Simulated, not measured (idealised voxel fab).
process module | voxel local oxidation
cross-section cut | 190 nm wide | cells 5 nm
A cross-section is a grid of square cells, given in bands from the top down. A band is one or more rows of cells.
Each band's line starts with the height of the band's top and of its bottom, in nm. Then come its materials from left to right, each with its width in nm. One material with "throughout" fills the band from edge to edge. "air" is empty space.
Height 0 is the level under which the wafer as received is all one material. The lowest band goes on downwards, as in "0 down".
A width such as "30 to 40" changes by the same amount from each row of cells to the next, from the band's top row to its bottom row.
"no change" after a step means that no cell of the cross-section changed.
closed voids: empty space of 8 cells or more with no open way to the top, each as width x height at its distance from the left edge, in nm
after a step's settings: what the simulator itself notes on the step
overlay nm, on a step with a mask: how far to the right of its planned place the mask lay; to the left if negative
plan
1 op RECEIVE | material Si
2 op CONFORMAL_DEP | material SiO2 | thk nm 5
3 op CONFORMAL_DEP | material SiN | thk nm 15
4 op MASKED_ETCH | tone cover | mask id ACTIVE | width nm 105 | etch materials SiN | depth nm 15 | overlay nm 0
5 op SELECTIVE_ETCH | etch materials SiO2 | depth nm 5
6 op OXIDIZE | depth nm 10
7 op STRIP | etch materials SiN
first wafer, as planned
as received, after step 1
  0 down: Si throughout
  closed voids: none
after step 2
  5 to 0: SiO2 throughout
  below 0: unchanged
after step 3
  20 to 5: SiN throughout
  below 5: unchanged
after step 4
  20 to 5: air 40 | SiN 105 | air 45
  below 5: unchanged
after step 5
  20 to 5: air 40 | SiN 105 | air 45
  5 to 0: air 45 | SiO2 95 | air 50
  below 0: unchanged
after step 6
  20 to 5: air 40 | SiN 105 | air 45
  5 to 0: air 45 | SiO2 95 | air 50
  0 to -10: SiO2 55 | Si 75 | SiO2 60
  below -10: unchanged
after step 7
  5 to 0: air 45 | SiO2 95 | air 50
  below 0: unchanged
second wafer: like start, like plan, one mistake. Through step 1 it matches the first wafer
when step 2 should have ended
  15 to 0: SiO2 throughout
  below 0: unchanged
when step 3 should have ended
  30 to 15: SiN throughout
  below 15: unchanged
when step 4 should have ended
  30 to 15: air 40 | SiN 105 | air 45
  below 15: unchanged
when step 5 should have ended
  30 to 15: air 40 | SiN 105 | air 45
  15 to 10: air 45 | SiO2 95 | air 50
  below 10: unchanged
when step 6 should have ended: no change
when step 7 should have ended
  15 to 10: air 45 | SiO2 95 | air 50
  below 10: unchanged
what went wrong: step 2 ran as: op CONFORMAL_DEP | material SiO2 | thk nm 15
at the end the second wafer has, in cells: 46 more of Si | 30 more of SiO2
